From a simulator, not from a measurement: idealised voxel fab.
Process module heading - voxel plated lines
Xsec cut, 225 nm wide, square cell size 5 nm.
Each cross-section below is a grid of square cells, stated as bands in top-down order, with one or more rows of cells making up each band. In this notation a band is specified by the heights of its top and bottom, in that order and in nm, after which its materials appear from left to right, each paired with its width in nm. The word "throughout" attached to a single material means that material fills the band from edge to edge; the word "empty" stands for empty space. Height reference: 0 = level under which incoming wafer is all one material. Lowest band: no bottom, runs on downward, e.g. "0 nm and below". Graded width ("30->40"): value in top row of band = first number; value in bottom row = second number; row-to-row change constant. "remained the same" (step): cross-section cells unchanged, all of them. "Unvented cavities": sealed empty spaces, 8 cells or more, no open way to top, listed width x height at distance, with distance from the left edge and width, height and distance in nm. What comes after the settings on a step's line is commentary from the simulator itself on that step. "overlay nm" on a masked step: distance the mask lay right of its planned place, negative for left.
-- Planned step list for the process
1 RECEIVE (material Si)
2 CONFORMAL_DEP (material Al2O3; thk nm 10)
3 DIRECTIONAL_DEP (material TiN; thk nm 5)
4 PATTERN (tone open; mask id LINES; material resist; width nm 15; pitch nm 40; thk nm 30; overlay nm 0)
5 EPI (material Ru; thk nm 5)
6 EPI (material Ru; thk nm 5)
7 STRIP (etch materials resist)
8 DIRECTIONAL_ETCH (etch materials TiN; depth nm 5)
9 CONFORMAL_DEP (material SiO2; thk nm 10)
-- The first of the two wafers, which ran as planned
-- Cross-section of the incoming wafer, state after step 1
	0 nm and below: Si throughout
	Unvented cavities: none
-- Step 2 done - wafer cross-section
	10 nm to 0 nm: Al2O3 throughout
	Lower than 0, everything is as it was.
-- Step 3 done - wafer cross-section
	15 nm to 10 nm: TiN throughout
	Lower than 10, everything is as it was.
-- Step 4 done - wafer cross-section
	45 nm to 15 nm: resist (85), empty (15), resist (25), empty (15), resist (85)
	Lower than 15, everything is as it was.
-- Step 5 done - wafer cross-section
	45 nm to 20 nm: resist (85), empty (15), resist (25), empty (15), resist (85)
	20 nm to 15 nm: resist (85), Ru (15), resist (25), Ru (15), resist (85)
	Lower than 15, everything is as it was.
-- Step 6 done - wafer cross-section
	45 nm to 25 nm: resist (85), empty (15), resist (25), empty (15), resist (85)
	25 nm to 15 nm: resist (85), Ru (15), resist (25), Ru (15), resist (85)
	Lower than 15, everything is as it was.
-- Step 7 done - wafer cross-section
	25 nm to 15 nm: empty (85), Ru (15), empty (25), Ru (15), empty (85)
	Lower than 15, everything is as it was.
-- Step 8 done - wafer cross-section
	25 nm to 15 nm: empty (85), Ru (15), empty (25), Ru (15), empty (85)
	15 nm to 10 nm: empty (85), TiN (15), empty (25), TiN (15), empty (85)
	Lower than 10, everything is as it was.
-- Step 9 done - wafer cross-section
	35 nm to 25 nm: empty (75), SiO2 (35), empty (5), SiO2 (35), empty (75)
	25 nm to 20 nm: empty (75), SiO2 (10), Ru (15), SiO2 (10), empty (5), SiO2 (10), Ru (15), SiO2 (10), empty (75)
	20 nm to 15 nm: SiO2 (85), Ru (15), SiO2 (25), Ru (15), SiO2 (85)
	15 nm to 10 nm: SiO2 (85), TiN (15), SiO2 (25), TiN (15), SiO2 (85)
	Lower than 10, everything is as it was.
-- Second Wafer (Identical Start and Plan, One Processing Error; Matches First Wafer Through Step 5)
-- Second wafer profile in section, at the moment step 6 of the plan was meant to be complete
	20 nm to 15 nm: empty (85), Ru (15), empty (25), Ru (15), empty (85)
	Lower than 15, everything is as it was.
-- Second wafer profile in section, at the moment step 7 of the plan was meant to be complete
	25 nm to 20 nm: empty (80), Ru (25), empty (15), Ru (25), empty (80)
	20 nm to 15 nm: Ru throughout
	Lower than 15, everything is as it was.
Second wafer profile in section, at the moment step 8 of the plan was meant to be complete: remained the same
-- Second wafer profile in section, at the moment step 9 of the plan was meant to be complete
	35 nm to 30 nm: empty (70), SiO2 (85), empty (70)
	30 nm to 25 nm: SiO2 throughout
	25 nm to 20 nm: SiO2 (80), Ru (25), SiO2 (15), Ru (25), SiO2 (80)
	Lower than 20, everything is as it was.
It is concluded that the wafer was processed incorrectly with respect to the plan, in that ran 6 and 7 in swapped order versus the plan
Per the end-of-run cell counts, the second wafer holds more or fewer of some materials than the first: Ru: 43 more | SiO2: 17 fewer | TiN: 39 more
